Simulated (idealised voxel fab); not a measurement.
The document below concerns the process module designated voxel wiring stack.
Xsec cut, 300 nm wide, square cell size 5 nm.
In this document a cross-section is written as a grid of square cells. It is given as a series of bands, listed from the top down, and a band is one or more rows of cells.
For a band, the entry starts with two heights in nm, that of the top and then that of the bottom, and carries on with the band's materials in order from left to right, each alongside its width in nm; the word "everywhere" beside a single material means it fills the band edge to edge, and "blank" means empty space.
Below 0: as-received wafer, all one material; heights counted from there. Lowest band: no bottom, goes on down, written "0 nm and below".
Quick explanation for "30 to 40": the width changes in equal steps down the rows of cells, from the first number in the band's top row to the second number in its bottom row.
For the purposes of this document, the phrase "no modification" attached to a step denotes that no cell within the cross-section was modified by that step.
Voids not open to the top, 8 cells minimum: see "Trapped cavities". Written width x height at distance; distance is from the left edge; nm.
Text after the settings on a step's line: the simulator's own remark on that step.
Regarding "overlay nm": on a step with a mask, it is the distance the mask lay to the right of its planned place; a negative value places it to the left.

[This section lists the process steps that were planned]
1. op RECEIVE | material Si
2. op CONFORMAL_DEP | material SiO2 | thk nm 15
3. op CONFORMAL_DEP | material SiN | thk nm 5
4. op DIRECTIONAL_DEP | material SiO2 | thk nm 15
5. op DIRECTIONAL_DEP | material aC | thk nm 10
6. op PATTERN | tone open | mask id METAL_1 | material resist | width nm 30 | pitch nm 55 | thk nm 25 | overlay nm 0
7. op DIRECTIONAL_ETCH | etch materials aC | depth nm 10
8. op STRIP | etch materials resist
9. op DIRECTIONAL_ETCH | etch materials SiO2 | depth nm 15
10. op DIRECTIONAL_ETCH | etch materials SiN | depth nm 5
11. op STRIP | etch materials aC
12. op CONFORMAL_DEP | material TiN | thk nm 5
13. op FILL_DEP | material Ru | thk nm 10
14. op CMP | height nm 35
15. op CONFORMAL_DEP | material SiCN | thk nm 5
16. op DIRECTIONAL_DEP | material lowk | thk nm 30
17. op PATTERN | tone open | mask id METAL_2 | material resist | width nm 30 | pitch nm 55 | thk nm 20 | overlay nm 0
18. op DIRECTIONAL_ETCH | etch materials lowk | depth nm 20
19. op STRIP | etch materials resist
20. op MASKED_ETCH | tone open | mask id METAL_2_HOLES | width nm 15 | pitch nm 55 | etch materials lowk | depth nm 10 | overlay nm 0
21. op MASKED_ETCH | tone open | mask id METAL_2_HOLES | width nm 15 | pitch nm 55 | etch materials SiCN | depth nm 5 | overlay nm 0
22. op CONFORMAL_DEP | material TiN | thk nm 5
23. op FILL_DEP | material Cu | thk nm 10
24. op CMP | height nm 70
25. op CONFORMAL_DEP | material SiCN | thk nm 5
26. op DIRECTIONAL_DEP | material SiO2 | thk nm 30
27. op MASKED_ETCH | tone open | mask id METAL_3_HOLES | width nm 15 | pitch nm 55 | etch materials SiO2 | depth nm 30 | overlay nm 0
28. op MASKED_ETCH | tone open | mask id METAL_3 | width nm 30 | pitch nm 55 | etch materials SiO2 | depth nm 20 | overlay nm 0
29. op MASKED_ETCH | tone open | mask id METAL_3 | width nm 30 | pitch nm 55 | etch materials SiCN | depth nm 5 | overlay nm 0
30. op CONFORMAL_DEP | material TiN | thk nm 5
31. op FILL_DEP | material Cu | thk nm 5
32. op CMP | height nm 105
33. op CONFORMAL_DEP | material SiCN | thk nm 5
34. op DIRECTIONAL_DEP | material lowk | thk nm 30
35. op MASKED_ETCH | tone open | mask id METAL_4_HOLES | width nm 15 | pitch nm 55 | etch materials lowk | depth nm 30 | overlay nm 0
36. op DIRECTIONAL_DEP | material aC | thk nm 10
37. op PATTERN | tone open | mask id METAL_4 | material resist | width nm 30 | pitch nm 55 | thk nm 30 | overlay nm 0
38. op DIRECTIONAL_ETCH | etch materials aC | depth nm 10
39. op STRIP | etch materials resist
40. op DIRECTIONAL_ETCH | etch materials lowk | depth nm 20
41. op DIRECTIONAL_ETCH | etch materials SiCN | depth nm 5
42. op STRIP | etch materials aC
43. op CONFORMAL_DEP | material TiN | thk nm 5
44. op FILL_DEP | material Cu | thk nm 5
45. op CMP | height nm 140
46. op CONFORMAL_DEP | material SiN | thk nm 5

[Cross-section of the wafer at receipt, which is the condition after step 1]
- 0 nm and below: Si everywhere
- Trapped cavities: none

[Module complete - cross-section of the first of two wafers, run according to plan]
- 145 nm to 140 nm: SiN everywhere
- 140 nm to 125 nm: 80 nm lowk | 5 nm TiN | 20 nm Cu | 5 nm TiN | 25 nm lowk | 5 nm TiN | 20 nm Cu | 5 nm TiN | 25 nm lowk | 5 nm TiN | 20 nm Cu | 5 nm TiN | 80 nm lowk
- 125 nm to 120 nm: 80 nm lowk | 5 nm TiN | 5 nm Cu | 20 nm TiN | 25 nm lowk | 5 nm TiN | 5 nm Cu | 20 nm TiN | 25 nm lowk | 5 nm TiN | 5 nm Cu | 20 nm TiN | 80 nm lowk
- 120 nm to 110 nm: 80 nm lowk | 5 nm TiN | 5 nm Cu | 5 nm TiN | 40 nm lowk | 5 nm TiN | 5 nm Cu | 5 nm TiN | 40 nm lowk | 5 nm TiN | 5 nm Cu | 5 nm TiN | 95 nm lowk
- 110 nm to 105 nm: 80 nm SiCN | 15 nm TiN | 40 nm SiCN | 15 nm TiN | 40 nm SiCN | 15 nm TiN | 95 nm SiCN
- 105 nm to 90 nm: 80 nm SiO2 | 5 nm TiN | 20 nm Cu | 5 nm TiN | 25 nm SiO2 | 5 nm TiN | 20 nm Cu | 5 nm TiN | 25 nm SiO2 | 5 nm TiN | 20 nm Cu | 5 nm TiN | 80 nm SiO2
- 90 nm to 85 nm: 80 nm SiO2 | 5 nm TiN | 5 nm Cu | 20 nm TiN | 25 nm SiO2 | 5 nm TiN | 5 nm Cu | 20 nm TiN | 25 nm SiO2 | 5 nm TiN | 5 nm Cu | 20 nm TiN | 80 nm SiO2
- 85 nm to 75 nm: 80 nm SiO2 | 5 nm TiN | 5 nm Cu | 5 nm TiN | 40 nm SiO2 | 5 nm TiN | 5 nm Cu | 5 nm TiN | 40 nm SiO2 | 5 nm TiN | 5 nm Cu | 5 nm TiN | 95 nm SiO2
- 75 nm to 70 nm: 80 nm SiCN | 15 nm TiN | 40 nm SiCN | 15 nm TiN | 40 nm SiCN | 15 nm TiN | 95 nm SiCN
- 70 nm to 55 nm: 80 nm lowk | 5 nm TiN | 20 nm Cu | 5 nm TiN | 25 nm lowk | 5 nm TiN | 20 nm Cu | 5 nm TiN | 25 nm lowk | 5 nm TiN | 20 nm Cu | 5 nm TiN | 80 nm lowk
- 55 nm to 50 nm: 80 nm lowk | 5 nm TiN | 5 nm Cu | 20 nm TiN | 25 nm lowk | 5 nm TiN | 5 nm Cu | 20 nm TiN | 25 nm lowk | 5 nm TiN | 5 nm Cu | 20 nm TiN | 80 nm lowk
- 50 nm to 40 nm: 80 nm lowk | 5 nm TiN | 5 nm Cu | 5 nm TiN | 40 nm lowk | 5 nm TiN | 5 nm Cu | 5 nm TiN | 40 nm lowk | 5 nm TiN | 5 nm Cu | 5 nm TiN | 95 nm lowk
- 40 nm to 35 nm: 80 nm SiCN | 15 nm TiN | 40 nm SiCN | 15 nm TiN | 40 nm SiCN | 15 nm TiN | 95 nm SiCN
- 35 nm to 20 nm: 80 nm SiO2 | 5 nm TiN | 20 nm Ru | 5 nm TiN | 25 nm SiO2 | 5 nm TiN | 20 nm Ru | 5 nm TiN | 25 nm SiO2 | 5 nm TiN | 20 nm Ru | 5 nm TiN | 80 nm SiO2
- 20 nm to 15 nm: 80 nm SiN | 30 nm TiN | 25 nm SiN | 30 nm TiN | 25 nm SiN | 30 nm TiN | 80 nm SiN
- 15 nm to 0 nm: SiO2 everywhere
- 0 nm and below: Si everywhere
- Trapped cavities: none

[Wafer two cross-section, module end. Start and plan unchanged from wafer one; one mistake made during the run]
- 145 nm to 140 nm: SiN everywhere
- 140 nm to 125 nm: 80 nm lowk | 5 nm TiN | 20 nm Cu | 5 nm TiN | 25 nm lowk | 5 nm TiN | 20 nm Cu | 5 nm TiN | 25 nm lowk | 5 nm TiN | 20 nm Cu | 5 nm TiN | 80 nm lowk
- 125 nm to 120 nm: 80 nm lowk | 5 nm TiN | 5 nm Cu | 20 nm TiN | 25 nm lowk | 5 nm TiN | 5 nm Cu | 20 nm TiN | 25 nm lowk | 5 nm TiN | 5 nm Cu | 20 nm TiN | 80 nm lowk
- 120 nm to 110 nm: 80 nm lowk | 5 nm TiN | 5 nm Cu | 5 nm TiN | 40 nm lowk | 5 nm TiN | 5 nm Cu | 5 nm TiN | 40 nm lowk | 5 nm TiN | 5 nm Cu | 5 nm TiN | 95 nm lowk
- 110 nm to 105 nm: 80 nm SiCN | 15 nm TiN | 40 nm SiCN | 15 nm TiN | 40 nm SiCN | 15 nm TiN | 95 nm SiCN
- 105 nm to 95 nm: 80 nm SiO2 | 5 nm TiN | 20 to 5 nm Cu | 5 to 20 nm TiN | 25 nm SiO2 | 5 nm TiN | 20 to 5 nm Cu | 5 to 20 nm TiN | 25 nm SiO2 | 5 nm TiN | 20 to 5 nm Cu | 5 to 20 nm TiN | 80 nm SiO2
- 95 nm to 85 nm: 80 nm SiO2 | 5 nm TiN | 5 nm Cu | 5 nm TiN | 40 nm SiO2 | 5 nm TiN | 5 nm Cu | 5 nm TiN | 40 nm SiO2 | 5 nm TiN | 5 nm Cu | 5 nm TiN | 95 nm SiO2
- 85 nm to 80 nm: 80 nm SiCN | 15 nm TiN | 40 nm SiCN | 15 nm TiN | 40 nm SiCN | 15 nm TiN | 95 nm SiCN
- 80 nm to 75 nm: Cu everywhere
- 75 nm to 70 nm: 85 nm TiN | 20 nm Cu | 35 nm TiN | 20 nm Cu | 35 nm TiN | 20 nm Cu | 85 nm TiN
- 70 nm to 55 nm: 80 nm lowk | 5 nm TiN | 20 nm Cu | 5 nm TiN | 25 nm lowk | 5 nm TiN | 20 nm Cu | 5 nm TiN | 25 nm lowk | 5 nm TiN | 20 nm Cu | 5 nm TiN | 80 nm lowk
- 55 nm to 50 nm: 80 nm lowk | 5 nm TiN | 5 nm Cu | 20 nm TiN | 25 nm lowk | 5 nm TiN | 5 nm Cu | 20 nm TiN | 25 nm lowk | 5 nm TiN | 5 nm Cu | 20 nm TiN | 80 nm lowk
- 50 nm to 40 nm: 80 nm lowk | 5 nm TiN | 5 nm Cu | 5 nm TiN | 40 nm lowk | 5 nm TiN | 5 nm Cu | 5 nm TiN | 40 nm lowk | 5 nm TiN | 5 nm Cu | 5 nm TiN | 95 nm lowk
- 40 nm to 35 nm: 80 nm SiCN | 15 nm TiN | 40 nm SiCN | 15 nm TiN | 40 nm SiCN | 15 nm TiN | 95 nm SiCN
- 35 nm to 20 nm: 80 nm SiO2 | 5 nm TiN | 20 nm Ru | 5 nm TiN | 25 nm SiO2 | 5 nm TiN | 20 nm Ru | 5 nm TiN | 25 nm SiO2 | 5 nm TiN | 20 nm Ru | 5 nm TiN | 80 nm SiO2
- 20 nm to 15 nm: 80 nm SiN | 30 nm TiN | 25 nm SiN | 30 nm TiN | 25 nm SiN | 30 nm TiN | 80 nm SiN
- 15 nm to 0 nm: SiO2 everywhere
- 0 nm and below: Si everywhere
- Trapped cavities: none
Processing error: heads up, step 24 didn't go per plan, it actually ran as op CMP | height nm 80
Upon completion, the second wafer contains, in terms of cells, a greater or smaller amount of certain materials than the first wafer: Cu: 48 more, SiO2: 84 fewer, TiN: 36 more
